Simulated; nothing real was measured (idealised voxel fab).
process module | voxel lift off
cross-section cut | 195 nm wide | cells 5 nm
A cross-section is a grid of square cells, given in bands from the top down. A band is one or more rows of cells.
Each band's line starts with the height of the band's top and of its bottom, in nm. Then come its materials from left to right, each with its width in nm. One material with "throughout" fills the band from edge to edge. "air" is empty space.
Height 0 is the level under which the wafer as received is all one material. The lowest band goes on downwards, as in "0 down".
A width such as "30 to 40" changes by the same amount from each row of cells to the next, from the band's top row to its bottom row.
"no change" after a step means that no cell of the cross-section changed.
closed voids: empty space of 8 cells or more with no open way to the top, each as width x height at its distance from the left edge, in nm
after a step's settings: what the simulator itself notes on the step
overlay nm, on a step with a mask: how far to the right of its planned place the mask lay; to the left if negative
plan
1 op RECEIVE | material Si
2 op CONFORMAL_DEP | material Al2O3 | thk nm 5
3 op PATTERN | tone open | mask id LINES | material resist | width nm 25 | pitch nm 50 | thk nm 30 | overlay nm 0
4 op DIRECTIONAL_DEP | material Ru | thk nm 15
5 op STRIP | etch materials resist
6 op CONFORMAL_DEP | material SiN | thk nm 10
as received, after step 1
  0 down: Si throughout
  closed voids: none
a wafer at the end: this start, this plan, one mistake
  20 to 5: air 35 | Ru 25 | air 25 | Ru 25 | air 25 | Ru 25 | air 35
  5 to 0: Al2O3 throughout
  0 down: Si throughout
  closed voids: none
what went wrong: step 6 was left out
